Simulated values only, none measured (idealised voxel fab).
Process module in this document: voxel air gaps
The figure presents cross-section cut, which has a width of 185 nm and is divided into square cells with an edge length of 5 nm.
Throughout this document, each cross-section is represented as a grid of square cells and is presented as a sequence of bands enumerated from the top downward, where a band comprises one or more rows of cells. Heads up on the band format: heights come first, top then bottom, in nm. After that it's the materials left to right, each with its width in nm. A single material flagged "throughout" fills the whole band edge to edge, and "empty" means there's empty space there. The reference from which all heights are counted is 0, the level beneath which the as-received wafer is entirely one material; the lowest band, having no lower bound, proceeds downward and is written after the example "top 0, no bottom". The notation "30->40" denotes a width that varies across the rows of cells in the band, beginning at the first number in the top row, finishing at the second number in the bottom row, and changing by an identical amount from each row to the next. "no modification" (step): cross-section cells unchanged, all of them. "Entrapped void list" contains a list of empty spaces, each no smaller than 8 cells and without an open way to the top, written in the form width x height at distance with the distance from the left edge and all three in nm. What comes after the settings on a step's line is commentary from the simulator itself on that step. The optional step-line setting "overlay nm" applies to steps with a mask and quantifies how far to the right of its planned location the mask lay, a negative value indicating leftward placement.
# The steps planned for the process are as follows
1. RECEIVE | material Si
2. CONFORMAL_DEP | material SiO2 | thk nm 10
3. CONFORMAL_DEP | material SiCN | thk nm 5
4. DIRECTIONAL_DEP | material SiO2 | thk nm 30
5. PATTERN | tone open | mask id LINES | material resist | width nm 20 | pitch nm 50 | thk nm 20 | overlay nm 0
6. DIRECTIONAL_ETCH | etch materials SiO2 | depth nm 30
7. STRIP | etch materials resist
8. CONFORMAL_DEP | material TiN | thk nm 5
9. FILL_DEP | material Cu | thk nm 5
10. CMP | height nm 45
11. EPI | material Ru | thk nm 10
12. SELECTIVE_ETCH | etch materials SiO2 | depth nm 40
13. CONFORMAL_DEP | material SiCN | thk nm 5
# Cross-sectional view of the wafer in its as-received condition, corresponding to the state after step 1
- top 0, no bottom = Si throughout
- Entrapped void list: none
# The first of two wafers, cross-sectioned at the end of the module, with the run proceeding as planned
- top 60, bottom 55 = 15 nm empty | 150 nm SiCN | 20 nm empty
- top 55, bottom 45 = 15 nm empty | 5 nm SiCN | 40 nm Ru | 10 nm SiCN | 40 nm Ru | 10 nm SiCN | 40 nm Ru | 5 nm SiCN | 20 nm empty
- top 45, bottom 40 = 15 nm empty | 15 nm SiCN | 5 nm TiN | 10 nm Cu | 5 nm TiN | 30 nm SiCN | 5 nm TiN | 10 nm Cu | 5 nm TiN | 30 nm SiCN | 5 nm TiN | 10 nm Cu | 5 nm TiN | 15 nm SiCN | 20 nm empty
- top 40, bottom 20 = 25 nm empty | 5 nm SiCN | 5 nm TiN | 10 nm Cu | 5 nm TiN | 5 nm SiCN | 20 nm empty | 5 nm SiCN | 5 nm TiN | 10 nm Cu | 5 nm TiN | 5 nm SiCN | 20 nm empty | 5 nm SiCN | 5 nm TiN | 10 nm Cu | 5 nm TiN | 5 nm SiCN | 30 nm empty
- top 20, bottom 15 = 30 nm SiCN | 20 nm TiN | 30 nm SiCN | 20 nm TiN | 30 nm SiCN | 20 nm TiN | 35 nm SiCN
- top 15, bottom 10 = SiCN throughout
- top 10, bottom 0 = SiO2 throughout
- top 0, no bottom = Si throughout
- Entrapped void list: 20 x 20 at 55; 20 x 20 at 105
# Wafer two (of two), end-of-module cross-section: start = wafer one, plan = wafer one, one run mistake
- top 60, bottom 55 = SiCN throughout
- top 55, bottom 45 = Ru throughout
- top 45, bottom 20 = 25 nm Cu | 5 nm TiN | 20 nm SiO2 | 5 nm TiN | 20 nm Cu | 5 nm TiN | 20 nm SiO2 | 5 nm TiN | 20 nm Cu | 5 nm TiN | 20 nm SiO2 | 5 nm TiN | 30 nm Cu
- top 20, bottom 15 = 30 nm TiN | 20 nm SiO2 | 30 nm TiN | 20 nm SiO2 | 30 nm TiN | 20 nm SiO2 | 35 nm TiN
- top 15, bottom 10 = SiCN throughout
- top 10, bottom 0 = SiO2 throughout
- top 0, no bottom = Si throughout
- Entrapped void list: none
Misprocessing identified: step 5: run off-plan, actual operation and settings PATTERN | tone cover | mask id LINES | material resist | width nm 20 | pitch nm 50 | thk nm 20 | overlay nm 0
The closing comparison, in cells, has the second wafer with more or fewer of some materials than the first: Cu +65; Ru +26; SiCN -72; SiO2 +72; TiN +13
Closed voids, final: 2 / 0 (first wafer / second wafer).
